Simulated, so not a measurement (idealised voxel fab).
Process module, titled voxel transistor to metal
Cross-section cut spans 180 nm and uses square cells 5 nm in size.
Cross-section layout: square cells on a grid; listed as bands, top to bottom; a band spans one or more cell rows. Basically the band line says how high the top is and how high the bottom is, in nm, and then what's in it from left to right, every material with its width in nm. Empty space shows up as "blank", and if a single material carries "all across" it runs the full band edge to edge. Note: height 0 marks the level under which the wafer is uniformly one material as received. Lowest band unbounded below, written "z 0 and below". So if you see something like "30..40" for the width, read it as the top row of the band sitting at the first number and the bottom row at the second, with every row in between moving by the same amount as the last. The cross-section has no changed cell in any step marked "nothing was modified". Listed in "Sealed-off cavities": every empty space of 8 or more cells without an open way to the top. Form: width x height at distance, the distance being from the left edge, all in nm. That trailing text on a step's line, after the settings, is the simulator's own remark on the step. The line of a step may include "overlay nm". On a step with a mask, this value is how far to the right of its planned place the mask lay. A negative value means the mask lay to the left.

[The following list gives the planned process steps]
1. op RECEIVE | material Si
2. op CONFORMAL_DEP | material SiO2 | thk nm 5
3. op CONFORMAL_DEP | material SiN | thk nm 10
4. op MASKED_ETCH | tone cover | mask id ACTIVE | width nm 105 | etch materials SiN | depth nm 10 | overlay nm 0
5. op MASKED_ETCH | tone cover | mask id ACTIVE | width nm 105 | etch materials SiO2 | depth nm 5 | overlay nm 0
6. op MASKED_ETCH | tone cover | mask id ACTIVE | width nm 105 | etch materials Si | depth nm 35 | overlay nm 0
7. op FILL_DEP | material SiO2 | thk nm 15
8. op CMP | height nm 15
9. op SELECTIVE_ETCH | etch materials SiO2 | depth nm 5
10. op STRIP | etch materials SiN
11. op SELECTIVE_ETCH | etch materials SiO2 | depth nm 5
12. op OXIDIZE | depth nm 5
13. op DIRECTIONAL_DEP | material polySi | thk nm 20
14. op DIRECTIONAL_DEP | material SiCN | thk nm 10
15. op MASKED_ETCH | tone cover | mask id GATE | width nm 25 | etch materials SiCN | depth nm 20 | overlay nm 0
16. op MASKED_ETCH | tone cover | mask id GATE | width nm 25 | etch materials polySi | depth nm 30 | overlay nm 0
17. op CONFORMAL_DEP | material SiN | thk nm 10
18. op DIRECTIONAL_ETCH | etch materials SiN | depth nm 10
19. op DIRECTIONAL_ETCH | etch materials SiO2 | depth nm 5
20. op DIRECTIONAL_ETCH | etch materials Si | depth nm 10
21. op EPI | material nSi | thk nm 10
22. op FILL_DEP | material SiO2 | thk nm 5
23. op CMP | height nm 30
24. op DIRECTIONAL_DEP | material SiO2 | thk nm 15
25. op PATTERN | tone open | mask id CONTACT | material resist | width nm 30 | pitch nm 65 | thk nm 15 | overlay nm 0
26. op DIRECTIONAL_ETCH | etch materials SiO2 | depth nm 50
27. op STRIP | etch materials resist
28. op CONFORMAL_DEP | material TiN | thk nm 5
29. op FILL_DEP | material W | thk nm 5
30. op CMP | height nm 45
31. op CONFORMAL_DEP | material SiCN | thk nm 5
32. op DIRECTIONAL_DEP | material lowk | thk nm 25
33. op PATTERN | tone open | mask id METAL_1 | material resist | width nm 15 | pitch nm 80 | thk nm 20 | overlay nm 0
34. op DIRECTIONAL_ETCH | etch materials lowk | depth nm 25
35. op DIRECTIONAL_ETCH | etch materials SiCN | depth nm 5
36. op STRIP | etch materials resist
37. op CONFORMAL_DEP | material TiN | thk nm 5
38. op FILL_DEP | material W | thk nm 10
39. op CMP | height nm 75
40. op CONFORMAL_DEP | material SiCN | thk nm 5
41. op DIRECTIONAL_DEP | material SiO2 | thk nm 25
42. op MASKED_ETCH | tone open | mask id METAL_2 | width nm 15 | pitch nm 80 | etch materials SiO2 | depth nm 20 | overlay nm 0
43. op DIRECTIONAL_DEP | material aC | thk nm 10
44. op PATTERN | tone open | mask id METAL_2_HOLES | material resist | width nm 15 | pitch nm 80 | thk nm 25 | overlay nm 0
45. op DIRECTIONAL_ETCH | etch materials aC | depth nm 10
46. op STRIP | etch materials resist
47. op DIRECTIONAL_ETCH | etch materials SiO2 | depth nm 15
48. op DIRECTIONAL_ETCH | etch materials SiCN | depth nm 5
49. op STRIP | etch materials aC
50. op CONFORMAL_DEP | material TiN | thk nm 5
51. op FILL_DEP | material Cu | thk nm 10
52. op CMP | height nm 115
53. op CONFORMAL_DEP | material SiCN | thk nm 5
The plan shows the thk nm of step 41 as the first wafer had it; this setting differs between the wafers, which start out alike.

[As-received cross-section, first of several wafers, post step 1]
z 0 and below = Si all across
Sealed-off cavities: none

[Below: a row per wafer. Contents at end of module: for every material, cells gained since receipt (+) or lost since receipt (-); then closed voids]
thk nm 25, +48 Cu, -146 Si, +106 SiCN, +28 SiN, +436 SiO2, +130 TiN, +56 W, +150 lowk, +36 nSi, +20 polySi, Sealed-off cavities: none
thk nm 30, +14 Cu, -146 Si, +106 SiCN, +28 SiN, +466 SiO2, +134 TiN, +56 W, +150 lowk, +36 nSi, +20 polySi, Sealed-off cavities: none
thk nm 35, +14 Cu, -146 Si, +106 SiCN, +28 SiN, +496 SiO2, +104 TiN, +56 W, +150 lowk, +36 nSi, +20 polySi, Sealed-off cavities: none
thk nm 40, +10 Cu, -146 Si, +112 SiCN, +28 SiN, +502 SiO2, +96 TiN, +56 W, +150 lowk, +36 nSi, +20 polySi, Sealed-off cavities: none
thk nm 45, +8 Cu, -146 Si, +112 SiCN, +28 SiN, +508 SiO2, +92 TiN, +56 W, +150 lowk, +36 nSi, +20 polySi, Sealed-off cavities: none
thk nm 50, +6 Cu, -146 Si, +112 SiCN, +28 SiN, +514 SiO2, +88 TiN, +56 W, +150 lowk, +36 nSi, +20 polySi, Sealed-off cavities: none
